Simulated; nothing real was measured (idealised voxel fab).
The process module presented herein is designated voxel wiring stack.
It is cross-section cut that appears here, measuring 170 nm in width, its square cells being 5 nm in size.
When this document writes out a cross-section, it uses a grid of square cells and lists it as bands, beginning at the top and moving down, with a band standing for one or more rows of cells. Per band: top height and bottom height in nm, followed by the left-to-right materials and their widths in nm; "full width" marks a single material spanning edge to edge, "blank" marks empty space. Heights from 0 (as-received wafer is one material below). Bottom band endless downward, as "0 and below". Width spec "30 to 40" -> top row of cells at first value, bottom row at second value, equal per-row change in between. Where the words "no alterations made" appear for a step, the cross-section shows no cell changed by that step; every cell remained as before. Look at "Closed void table" for the closed voids: empty spaces with no open path to the top, sized 8 cells or up. Each is width x height at distance, distance from the left edge, all nm. The remark found on a step's line after its settings is issued by the simulator itself and pertains to that step. You can add "overlay nm" to a step's line. For a step with a mask, it describes how far the mask lay to the right of its planned position, and a negative number describes a lay to the left.
THE FOLLOWING LIST GIVES THE PLANNED PROCESS STEPS
- 1: RECEIVE [material Si]
- 2: CONFORMAL_DEP [material SiO2] [thk nm 15]
- 3: DIRECTIONAL_DEP [material TiN] [thk nm 5]
- 4: DIRECTIONAL_DEP [material W] [thk nm 20]
- 5: PATTERN [tone cover] [mask id METAL_1] [material resist] [width nm 20] [pitch nm 45] [thk nm 20] [overlay nm 0]
- 6: DIRECTIONAL_ETCH [etch materials W] [depth nm 20]
- 7: DIRECTIONAL_ETCH [etch materials TiN] [depth nm 5]
- 8: STRIP [etch materials resist]
- 9: CONFORMAL_DEP [material SiCN] [thk nm 5]
- 10: FILL_DEP [material lowk] [thk nm 10]
- 11: CMP [height nm 40]
- 12: CONFORMAL_DEP [material SiCN] [thk nm 5]
- 13: DIRECTIONAL_DEP [material lowk] [thk nm 10]
- 14: DIRECTIONAL_DEP [material aC] [thk nm 10]
- 15: PATTERN [tone open] [mask id PLUG_1] [material resist] [width nm 15] [pitch nm 45] [thk nm 30] [overlay nm 0]
- 16: DIRECTIONAL_ETCH [etch materials aC] [depth nm 10]
- 17: STRIP [etch materials resist]
- 18: DIRECTIONAL_ETCH [etch materials lowk] [depth nm 10]
- 19: DIRECTIONAL_ETCH [etch materials SiCN] [depth nm 5]
- 20: STRIP [etch materials aC]
- 21: EPI [material Ru] [thk nm 10]
- 22: EPI [material Ru] [thk nm 5]
- 23: CONFORMAL_DEP [material SiCN] [thk nm 5]
- 24: DIRECTIONAL_DEP [material SiO2] [thk nm 25]
- 25: DIRECTIONAL_DEP [material aC] [thk nm 15]
- 26: PATTERN [tone open] [mask id METAL_2] [material resist] [width nm 20] [pitch nm 45] [thk nm 30] [overlay nm 0]
- 27: DIRECTIONAL_ETCH [etch materials aC] [depth nm 15]
- 28: STRIP [etch materials resist]
- 29: DIRECTIONAL_ETCH [etch materials SiO2] [depth nm 25]
- 30: DIRECTIONAL_ETCH [etch materials SiCN] [depth nm 5]
- 31: STRIP [etch materials aC]
- 32: CONFORMAL_DEP [material TiN] [thk nm 5]
- 33: FILL_DEP [material Cu] [thk nm 10]
- 34: CMP [height nm 85]
- 35: CONFORMAL_DEP [material SiCN] [thk nm 5]
- 36: DIRECTIONAL_DEP [material SiO2] [thk nm 30]
- 37: MASKED_ETCH [tone open] [mask id METAL_3_HOLES] [width nm 15] [pitch nm 45] [etch materials SiO2] [depth nm 30] [overlay nm 0]
- 38: MASKED_ETCH [tone open] [mask id METAL_3] [width nm 20] [pitch nm 45] [etch materials SiO2] [depth nm 20] [overlay nm 0]
- 39: MASKED_ETCH [tone open] [mask id METAL_3] [width nm 20] [pitch nm 45] [etch materials SiCN] [depth nm 5] [overlay nm 0]
- 40: CONFORMAL_DEP [material TiN] [thk nm 5]
- 41: FILL_DEP [material Ru] [thk nm 5]
- 42: CMP [height nm 120]
- 43: CONFORMAL_DEP [material SiCN] [thk nm 5]
- 44: DIRECTIONAL_DEP [material SiO2] [thk nm 30]
- 45: MASKED_ETCH [tone open] [mask id METAL_4_HOLES] [width nm 15] [pitch nm 90] [etch materials SiO2] [depth nm 30] [overlay nm 0]
- 46: MASKED_ETCH [tone open] [mask id METAL_4] [width nm 20] [pitch nm 45] [etch materials SiO2] [depth nm 20] [overlay nm 0]
- 47: MASKED_ETCH [tone open] [mask id METAL_4] [width nm 20] [pitch nm 45] [etch materials SiCN] [depth nm 5] [overlay nm 0]
- 48: CONFORMAL_DEP [material TiN] [thk nm 5]
- 49: FILL_DEP [material Ru] [thk nm 5]
- 50: CMP [height nm 155]
- 51: CONFORMAL_DEP [material SiN] [thk nm 5]
HERE'S WHAT THE WAFER LOOKED LIKE IN CROSS-SECTION WHEN IT ARRIVED - THAT'S AFTER STEP 1
    0 and below: Si full width
    Closed void table: none
MODULE COMPLETE, CROSS-SECTION. STARTING POINT AND PLAN PER ABOVE. ONE MISTAKE MADE IN RUNNING THE MODULE
    160 down to 155: SiN full width
    155 down to 140: SiO2 30 nm, then TiN 5 nm, then Ru 10 nm, then TiN 5 nm, then SiO2 25 nm, then TiN 5 nm, then Ru 10 nm, then TiN 5 nm, then SiO2 25 nm, then TiN 5 nm, then Ru 10 nm, then TiN 5 nm, then SiO2 30 nm
    140 down to 135: SiO2 30 nm, then TiN 5 nm, then Ru 5 nm, then TiN 10 nm, then SiO2 25 nm, then TiN 20 nm, then SiO2 25 nm, then TiN 5 nm, then Ru 5 nm, then TiN 10 nm, then SiO2 30 nm
    135 down to 125: SiO2 30 nm, then TiN 5 nm, then Ru 5 nm, then TiN 5 nm, then SiO2 75 nm, then TiN 5 nm, then Ru 5 nm, then TiN 5 nm, then SiO2 35 nm
    125 down to 120: SiCN 30 nm, then TiN 15 nm, then SiCN 75 nm, then TiN 15 nm, then SiCN 35 nm
    120 down to 105: SiO2 30 nm, then TiN 5 nm, then Ru 10 nm, then TiN 5 nm, then SiO2 25 nm, then TiN 5 nm, then Ru 10 nm, then TiN 5 nm, then SiO2 25 nm, then TiN 5 nm, then Ru 10 nm, then TiN 5 nm, then SiO2 30 nm
    105 down to 100: SiO2 30 nm, then TiN 5 nm, then Ru 5 nm, then TiN 10 nm, then SiO2 25 nm, then TiN 5 nm, then Ru 5 nm, then TiN 10 nm, then SiO2 25 nm, then TiN 5 nm, then Ru 5 nm, then TiN 10 nm, then SiO2 30 nm
    100 down to 90: SiO2 30 nm, then TiN 5 nm, then Ru 5 nm, then TiN 5 nm, then SiO2 30 nm, then TiN 5 nm, then Ru 5 nm, then TiN 5 nm, then SiO2 30 nm, then TiN 5 nm, then Ru 5 nm, then TiN 5 nm, then SiO2 35 nm
    90 down to 85: SiCN 30 nm, then TiN 15 nm, then SiCN 30 nm, then TiN 15 nm, then SiCN 30 nm, then TiN 15 nm, then SiCN 35 nm
    85 down to 60: SiO2 30 nm, then TiN 5 nm, then Cu 10 nm, then TiN 5 nm, then SiO2 25 nm, then TiN 5 nm, then Cu 10 nm, then TiN 5 nm, then SiO2 25 nm, then TiN 5 nm, then Cu 10 nm, then TiN 5 nm, then SiO2 30 nm
    60 down to 55: SiCN 30 nm, then TiN 20 nm, then SiCN 25 nm, then TiN 20 nm, then SiCN 25 nm, then TiN 20 nm, then SiCN 30 nm
    55 down to 45: lowk 30 nm, then Ru 15 nm, then lowk 30 nm, then Ru 15 nm, then lowk 30 nm, then Ru 15 nm, then lowk 35 nm
    45 down to 40: SiCN 30 nm, then Ru 15 nm, then SiCN 30 nm, then Ru 15 nm, then SiCN 30 nm, then Ru 15 nm, then SiCN 35 nm
    40 down to 35: lowk 25 nm, then SiCN 5 nm, then W 20 nm, then SiCN 5 nm, then lowk 15 nm, then SiCN 5 nm, then W 20 nm, then SiCN 5 nm, then lowk 15 nm, then SiCN 5 nm, then W 20 nm, then SiCN 5 nm, then lowk 25 nm
    35 down to 30: SiCN 30 nm, then TiN 20 nm, then SiCN 25 nm, then TiN 20 nm, then SiCN 25 nm, then TiN 20 nm, then SiCN 30 nm
    30 down to 0: SiO2 full width
    0 and below: Si full width
    Closed void table: none
Want to know what went wrong? regarding the plan, step 2 was run twice
